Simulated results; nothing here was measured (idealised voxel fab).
process module | voxel self aligned contacts
cross-section cut | 210 nm wide | cells 5 nm
A cross-section is a grid of square cells, given in bands from the top down. A band is one or more rows of cells.
Each band's line starts with the height of the band's top and of its bottom, in nm. Then come its materials from left to right, each with its width in nm. One material with "throughout" fills the band from edge to edge. "air" is empty space.
Height 0 is the level under which the wafer as received is all one material. The lowest band goes on downwards, as in "0 down".
A width such as "30 to 40" changes by the same amount from each row of cells to the next, from the band's top row to its bottom row.
"no change" after a step means that no cell of the cross-section changed.
closed voids: empty space of 8 cells or more with no open way to the top, each as width x height at its distance from the left edge, in nm
after a step's settings: what the simulator itself notes on the step
overlay nm, on a step with a mask: how far to the right of its planned place the mask lay; to the left if negative
plan
1 op RECEIVE | material Si
2 op CONFORMAL_DEP | material SiO2 | thk nm 5
3 op DIRECTIONAL_DEP | material polySi | thk nm 20
4 op DIRECTIONAL_DEP | material SiN | thk nm 25
5 op PATTERN | tone cover | mask id GATE | material resist | width nm 25 | pitch nm 65 | thk nm 20 | overlay nm 0
6 op DIRECTIONAL_ETCH | etch materials SiN | depth nm 25
7 op DIRECTIONAL_ETCH | etch materials polySi | depth nm 20
8 op STRIP | etch materials resist
9 op CONFORMAL_DEP | material SiN | thk nm 10
10 op DIRECTIONAL_ETCH | etch materials SiN | depth nm 10
11 op FILL_DEP | material SiO2 | thk nm 15
12 op CMP | height nm 60
13 op PATTERN | tone open | mask id CONTACT | material resist | width nm 50 | thk nm 20 | overlay nm 0
14 op DIRECTIONAL_ETCH | etch materials SiO2 | depth nm 60
15 op STRIP | etch materials resist
16 op CONFORMAL_DEP | material TiN | thk nm 5
17 op FILL_DEP | material W | thk nm 10
18 op CMP | height nm 60
19 op CONFORMAL_DEP | material SiCN | thk nm 5
as received, after step 1
  0 down: Si throughout
  closed voids: none
first wafer at the end, as planned
  65 to 60: SiCN throughout
  60 to 50: SiO2 80 | TiN 5 to 20 | W 40 to 10 | TiN 5 to 20 | SiO2 80
  50 to 25: SiO2 50 | SiN 45 | TiN 5 | W 10 | TiN 5 | SiN 45 | SiO2 50
  25 to 5: SiO2 50 | SiN 10 | polySi 25 | SiN 10 | TiN 5 | W 10 | TiN 5 | SiN 10 | polySi 25 | SiN 10 | SiO2 50
  5 to 0: SiO2 95 | TiN 20 | SiO2 95
  0 down: Si throughout
  closed voids: none
second wafer at the end: like start, like plan, one mistake
  65 to 60: SiCN throughout
  60 to 55: TiN 85 | W 40 | TiN 85
  55 to 50: SiO2 80 | TiN 20 | W 10 | TiN 20 | SiO2 80
  50 to 25: SiO2 50 | SiN 45 | TiN 5 | W 10 | TiN 5 | SiN 45 | SiO2 50
  25 to 5: SiO2 50 | SiN 10 | polySi 25 | SiN 10 | TiN 5 | W 10 | TiN 5 | SiN 10 | polySi 25 | SiN 10 | SiO2 50
  5 to 0: SiO2 95 | TiN 20 | SiO2 95
  0 down: Si throughout
  closed voids: none
what went wrong: step 12 ran as: op CMP | height nm 55
at the end the second wafer has, in cells: 32 fewer of SiO2 | 32 more of TiN
